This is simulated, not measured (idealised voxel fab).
This is a process module. Its name is voxel air gaps.
The width of the displayed cross-section, cut, is 165 nm; its cells are square, with a size of 5 nm.
Cross-section spec: square-cell grid; bands listed top down; each band is one or more rows.
It is stipulated that each band's entry specify, in nanometres, the height of the top of the band and then that of its bottom, followed by the materials of the band in left-to-right sequence, each together with its width in nanometres. A single material marked by the word "edge to edge" is understood to fill the band from edge to edge; the word "empty" is understood to denote empty space.
A quick word on heights: they are counted from 0, and under that level the wafer as it came to us is one material throughout. The lowest band is different from the rest in having no bottom; it simply continues downward, written as in "z 0 and below".
Width: "30->40" (first number = top row, second number = bottom row, same change from row to row of cells).
Any step labelled "changes: none" changed none of the cells in the cross-section.
Under "Closed cavity list" you'll find the enclosed gaps, the ones with no way out to the top, that are 8 cells or bigger; each reads width x height at distance, with distance counted from the left edge, everything in nm.
That trailing text on a step's line, after the settings, is the simulator's own remark on the step.
Regarding "overlay nm": on a step with a mask, it is the distance the mask lay to the right of its planned place; a negative value places it to the left.
-- List of planned process steps
1) op RECEIVE | material Si
2) op CONFORMAL_DEP | material SiO2 | thk nm 15
3) op CONFORMAL_DEP | material SiN | thk nm 5
4) op DIRECTIONAL_DEP | material SiO2 | thk nm 40
5) op PATTERN | tone open | mask id LINES | material resist | width nm 15 | pitch nm 40 | thk nm 15 | overlay nm 0
6) op DIRECTIONAL_ETCH | etch materials SiO2 | depth nm 40
7) op STRIP | etch materials resist
8) op CONFORMAL_DEP | material TiN | thk nm 5
9) op FILL_DEP | material W | thk nm 10
10) op CMP | height nm 60
11) op EPI | material Ru | thk nm 10
12) op SELECTIVE_ETCH | etch materials SiO2 | depth nm 50
13) op CONFORMAL_DEP | material SiCN | thk nm 5
-- Cross-section of the wafer upon arrival, representing the state reached after step 1
	z 0 and below  Si edge to edge
	Closed cavity list: none
-- First wafer of two, sectioned at end of module; run went per plan
	z 75 to 70  20 empty, 125 SiCN, 20 empty
	z 70 to 60  20 empty, 5 SiCN, 35 Ru, 5 SiCN, 35 Ru, 5 SiCN, 35 Ru, 5 SiCN, 20 empty
	z 60 to 55  20 empty, 15 SiCN, 5 TiN, 5 W, 5 TiN, 25 SiCN, 5 TiN, 5 W, 5 TiN, 25 SiCN, 5 TiN, 5 W, 5 TiN, 15 SiCN, 20 empty
	z 55 to 25  30 empty, 5 SiCN, 5 TiN, 5 W, 5 TiN, 5 SiCN, 15 empty, 5 SiCN, 5 TiN, 5 W, 5 TiN, 5 SiCN, 15 empty, 5 SiCN, 5 TiN, 5 W, 5 TiN, 5 SiCN, 30 empty
	z 25 to 20  35 SiCN, 15 TiN, 25 SiCN, 15 TiN, 25 SiCN, 15 TiN, 35 SiCN
	z 20 to 15  SiN edge to edge
	z 15 to 0  SiO2 edge to edge
	z 0 and below  Si edge to edge
	Closed cavity list: 15 x 30 at 55; 15 x 30 at 95
-- Cross-section of the latter of the two wafers at module completion. It had an identical start and an identical plan to the former; in running it, one mistake was made
	z 75 to 70  SiCN edge to edge
	z 70 to 60  Ru edge to edge
	z 60 to 50  W edge to edge
	z 50 to 45  40 TiN, 5 W, 35 TiN, 5 W, 35 TiN, 5 W, 40 TiN
	z 45 to 10  35 SiO2, 5 TiN, 5 W, 5 TiN, 25 SiO2, 5 TiN, 5 W, 5 TiN, 25 SiO2, 5 TiN, 5 W, 5 TiN, 35 SiO2
	z 10 to 5  35 SiO2, 15 TiN, 25 SiO2, 15 TiN, 25 SiO2, 15 TiN, 35 SiO2
	z 5 to 0  SiN edge to edge
	z 0 and below  Si edge to edge
	Closed cavity list: none
Diagnosis: the plan's step 2 was left out and never carried out
Looking at both finished wafers in cells, the second ends up ahead of or behind the first on some materials: Ru: 24 more; SiCN: 76 fewer; SiO2: 93 more; TiN: 30 more; W: 69 more
The second wafer ends with 0 closed voids, and the first wafer ends with 2.
